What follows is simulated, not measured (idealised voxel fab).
The following process module bears the name voxel fin reveal.
We display cut, a cross-section 295 nm in width whose square cells are each 5 nm.
A cross-section in this document is a grid of square cells, and it is written down as bands, the top band listed before the ones below it; a band is made up of one or more rows of cells.
It is stipulated that each band's entry specify, in nanometres, the height of the top of the band and then that of its bottom, followed by the materials of the band in left-to-right sequence, each together with its width in nanometres. A single material marked by the word "all across" is understood to fill the band from edge to edge; the word "blank" is understood to denote empty space.
Convention: height 0 is the level below which the wafer, as received, is all one material. The lowest band does not terminate at the bottom but continues downward, represented as "0 down".
Width: "30..40" (first number = top row, second number = bottom row, same change from row to row of cells).
Take "no alteration" at face value: in the step it is given for, the cross-section changed in none of its cells.
Enclosed voids (no open way to top), threshold 8 cells or more, entry "Trapped voids", notation width x height at distance, distance from left edge, nm.
Formally, on a step line, whatever follows the settings is a remark that the simulator itself makes on the step.
overlay nm: mask right of planned place by this much (step with mask). Neg. = left.
[The following list gives the planned process steps]
1: op RECEIVE | material Si
2: op CONFORMAL_DEP | material SiN | thk nm 5
3: op PATTERN | tone cover | mask id FINS | material resist | width nm 15 | pitch nm 35 | thk nm 15 | overlay nm 0
4: op DIRECTIONAL_ETCH | etch materials SiN | depth nm 5
5: op DIRECTIONAL_ETCH | etch materials Si | depth nm 40
6: op STRIP | etch materials resist
7: op OXIDIZE | depth nm 5
8: op FILL_DEP | material SiO2 | thk nm 5
9: op CMP | height nm 5
10: op SELECTIVE_ETCH | etch materials SiO2 | depth nm 20
11: op STRIP | etch materials SiN
12: op CONFORMAL_DEP | material SiO2 | thk nm 5
[Shown in cross-section is the wafer as received, that is, as it stands after step 1]
	0 down = Si all across
	Trapped voids: none
[First of two wafers at the end of the module, shown in cross-section; run carried out as planned]
	5 to 0 = blank (120) | SiO2 (15) | blank (20) | SiO2 (15) | blank (125)
	0 to -10 = blank (120) | SiO2 (5) | Si (5) | SiO2 (5) | blank (20) | SiO2 (5) | Si (5) | SiO2 (5) | blank (125)
	-10 to -45 = SiO2 (125) | Si (5) | SiO2 (30) | Si (5) | SiO2 (130)
	-45 down = Si all across
	Trapped voids: none
[End of module, second wafer, cross-section. Started like the first, planned like the first, run with one mistake]
	0 to -15 = blank (125) | Si (5) | blank (30) | Si (5) | blank (130)
	-15 to -45 = SiO2 (125) | Si (5) | SiO2 (30) | Si (5) | SiO2 (130)
	-45 down = Si all across
	Trapped voids: none
In executing the process, a mistake was made relative to the plan: step 12 from the plan never happened, it was just skipped
Heads up, by the end the second wafer has more or fewer cells of some materials compared to the first: SiO2 -71
